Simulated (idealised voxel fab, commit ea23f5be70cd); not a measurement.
voxel tone inversion: a process module
The figure presents cross-section cut, which has a width of 300 nm and is divided into square cells with an edge length of 5 nm.
When this document writes out a cross-section, it uses a grid of square cells and lists it as bands, beginning at the top and moving down, with a band standing for one or more rows of cells.
Quick guide to a band line: top height, bottom height (nm) up front; then every material left to right with its width in nm. Only one material and it's marked "edge to edge"? Then it fills the band edge to edge. And "blank" just means empty space.
Beneath 0, the wafer as received is one material, and that level is where height counting begins. The lowest band goes on downward without a bottom; it is written like "0 nm and below".
The notation "30 to 40" denotes a width that varies across the rows of cells in the band, beginning at the first number in the top row, finishing at the second number in the bottom row, and changing by an identical amount from each row to the next.
Key: "remained unchanged" - step with no changed cell in the cross-section.
Any empty space of 8 cells or more lacking an open way to the top shows up in "Voids, fully enclosed" as width x height at distance, distance from the left edge, in nm.
On each step's line, the part that comes after the settings is the simulator's own comment on the step.
On any step carrying a mask, the "overlay nm" setting, if present on the step's line, tells how far right of its planned place the mask lay; negative values point to the left.

Planned step list for the process
1) RECEIVE | material Si
2) CONFORMAL_DEP | material SiN | thk nm 5
3) DIRECTIONAL_DEP | material polySi | thk nm 15
4) PATTERN | tone cover | mask id POSTS | material resist | width nm 15 | pitch nm 40 | thk nm 20 | overlay nm 0
5) DIRECTIONAL_ETCH | etch materials polySi | depth nm 15
6) STRIP | etch materials resist
7) FILL_DEP | material SiO2 | thk nm 10
8) CMP | height nm 20
9) STRIP | etch materials polySi
10) CONFORMAL_DEP | material TiN | thk nm 5
11) FILL_DEP | material Ru | thk nm 10
12) CMP | height nm 20
13) CONFORMAL_DEP | material SiN | thk nm 5

On the first of the two wafers: run conducted according to plan

Wafer at receipt (post step 1), cross-section
* 0 nm and below | Si edge to edge
* Voids, fully enclosed: none

Cross-section of the wafer subsequent to step 2
* 5 nm to 0 nm | SiN edge to edge
* Note: structure below 0 unchanged.

Cross-section of the wafer subsequent to step 3
* 20 nm to 5 nm | polySi edge to edge
* Note: structure below 5 unchanged.

Cross-section of the wafer subsequent to step 4
* 40 nm to 20 nm | blank 100 nm / resist 15 nm / blank 25 nm / resist 15 nm / blank 25 nm / resist 15 nm / blank 105 nm
* Note: structure below 20 unchanged.

Cross-section of the wafer subsequent to step 5
* 40 nm to 20 nm | blank 100 nm / resist 15 nm / blank 25 nm / resist 15 nm / blank 25 nm / resist 15 nm / blank 105 nm
* 20 nm to 5 nm | blank 100 nm / polySi 15 nm / blank 25 nm / polySi 15 nm / blank 25 nm / polySi 15 nm / blank 105 nm
* Note: structure below 5 unchanged.

Cross-section of the wafer subsequent to step 6
* 20 nm to 5 nm | blank 100 nm / polySi 15 nm / blank 25 nm / polySi 15 nm / blank 25 nm / polySi 15 nm / blank 105 nm
* Note: structure below 5 unchanged.

Cross-section of the wafer subsequent to step 7
* 30 nm to 20 nm | SiO2 edge to edge
* 20 nm to 5 nm | SiO2 100 nm / polySi 15 nm / SiO2 25 nm / polySi 15 nm / SiO2 25 nm / polySi 15 nm / SiO2 105 nm
* Note: structure below 5 unchanged.

Cross-section of the wafer subsequent to step 8
* 20 nm to 5 nm | SiO2 100 nm / polySi 15 nm / SiO2 25 nm / polySi 15 nm / SiO2 25 nm / polySi 15 nm / SiO2 105 nm
* Note: structure below 5 unchanged.

Cross-section of the wafer subsequent to step 9
* 20 nm to 5 nm | SiO2 100 nm / blank 15 nm / SiO2 25 nm / blank 15 nm / SiO2 25 nm / blank 15 nm / SiO2 105 nm
* Note: structure below 5 unchanged.

Cross-section of the wafer subsequent to step 10
* 25 nm to 20 nm | TiN 105 nm / blank 5 nm / TiN 35 nm / blank 5 nm / TiN 35 nm / blank 5 nm / TiN 110 nm
* 20 nm to 10 nm | SiO2 100 nm / TiN 5 nm / blank 5 nm / TiN 5 nm / SiO2 25 nm / TiN 5 nm / blank 5 nm / TiN 5 nm / SiO2 25 nm / TiN 5 nm / blank 5 nm / TiN 5 nm / SiO2 105 nm
* 10 nm to 5 nm | SiO2 100 nm / TiN 15 nm / SiO2 25 nm / TiN 15 nm / SiO2 25 nm / TiN 15 nm / SiO2 105 nm
* Note: structure below 5 unchanged.

Cross-section of the wafer subsequent to step 11
* 35 nm to 25 nm | Ru edge to edge
* 25 nm to 20 nm | TiN 105 nm / Ru 5 nm / TiN 35 nm / Ru 5 nm / TiN 35 nm / Ru 5 nm / TiN 110 nm
* 20 nm to 10 nm | SiO2 100 nm / TiN 5 nm / Ru 5 nm / TiN 5 nm / SiO2 25 nm / TiN 5 nm / Ru 5 nm / TiN 5 nm / SiO2 25 nm / TiN 5 nm / Ru 5 nm / TiN 5 nm / SiO2 105 nm
* Note: structure below 10 unchanged.

Cross-section of the wafer subsequent to step 12
* 20 nm to 10 nm | SiO2 100 nm / TiN 5 nm / Ru 5 nm / TiN 5 nm / SiO2 25 nm / TiN 5 nm / Ru 5 nm / TiN 5 nm / SiO2 25 nm / TiN 5 nm / Ru 5 nm / TiN 5 nm / SiO2 105 nm
* Note: structure below 10 unchanged.

Cross-section of the wafer subsequent to step 13
* 25 nm to 20 nm | SiN edge to edge
* Note: structure below 20 unchanged.

Wafer two. Same start, same plan, one slip in execution. Same as wafer one through step 11, inclusive

Cross-section of the second wafer at the time step 12 of the plan should have ended
* 10 nm to 5 nm | SiO2 100 nm / TiN 15 nm / SiO2 25 nm / TiN 15 nm / SiO2 25 nm / TiN 15 nm / SiO2 105 nm
* Note: structure below 5 unchanged.

Cross-section of the second wafer at the time step 13 of the plan should have ended
* 15 nm to 10 nm | SiN edge to edge
* Note: structure below 10 unchanged.
So what did we get wrong on this run? step 12 deviated from plan and actually ran as CMP | height nm 10
End of process, cell counts, second wafer against first, materials with more or fewer: -6 Ru; -102 SiO2; -12 TiN
